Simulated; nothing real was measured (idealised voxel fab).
process module | voxel released beams
Displayed cross-section: cut, width of 180 nm, square cells sized 5 nm.
Notation: cross-section as square-cell grid; stated in bands, top first, going down; one or more cell rows per band. Within each band entry, the heights of the top and of the bottom of the band appear first, in that order and in nm; the materials of the band then follow from left to right, each with its corresponding width in nm. The designation "edge to edge" on a single material indicates that it fills the band from edge to edge; the designation "blank" indicates empty space. Heights are expressed relative to 0, this being the level below which the as-received wafer comprises one material exclusively. The lowest band is unbounded in the downward direction and is denoted as in "0..down". Read "30->40" as a graded width: first number on top, second number at the bottom, same change between each pair of neighbouring rows. Where the words "same as before" appear for a step, the cross-section shows no cell changed by that step; every cell remained as before. Look at "Closed void register" for the closed voids: empty spaces with no open path to the top, sized 8 cells or up. Each is width x height at distance, distance from the left edge, all nm. Where a step's line continues beyond its settings, the continuation is a remark by the simulator itself on that step. For masked steps, "overlay nm" on the step line gives how far right of plan the mask actually lay; a minus sign means it lay to the left.

These are the steps we planned for the process
| 1 | RECEIVE | material Si |
| 2 | CONFORMAL_DEP | material Al2O3 | thk nm 5 |
| 3 | DIRECTIONAL_DEP | material SiO2 | thk nm 20 |
| 4 | MASKED_ETCH | tone open | mask id ANCHOR | width nm 40 | etch materials SiO2 | depth nm 20 | overlay nm 0 |
| 5 | CONFORMAL_DEP | material SiN | thk nm 15 |
| 6 | PATTERN | tone cover | mask id BEAM | material resist | width nm 105 | thk nm 15 | overlay nm 0 |
| 7 | DIRECTIONAL_ETCH | etch materials SiN | depth nm 15 |
| 8 | STRIP | etch materials resist |
| 9 | STRIP | etch materials SiO2 |

Delivered wafer in cross-section: state after step 1
  0..down: Si edge to edge
  Closed void register: none

The cross-section shown corresponds to the wafer at the conclusion of the module. The initial structure and the process plan are those presented above; however, one mistake occurred in executing the plan
  40..25: Al2O3=55 | blank=10 | Al2O3=115
  25..20: SiO2=40 | Al2O3=15 | blank=10 | Al2O3=15 | SiO2=100
  20..5: SiO2=40 | Al2O3=40 | SiO2=100
  5..0: Al2O3 edge to edge
  0..down: Si edge to edge
  Closed void register: none
What was done differently from what was planned? step 5 did not happen as planned, as run it was CONFORMAL_DEP | material Al2O3 | thk nm 15
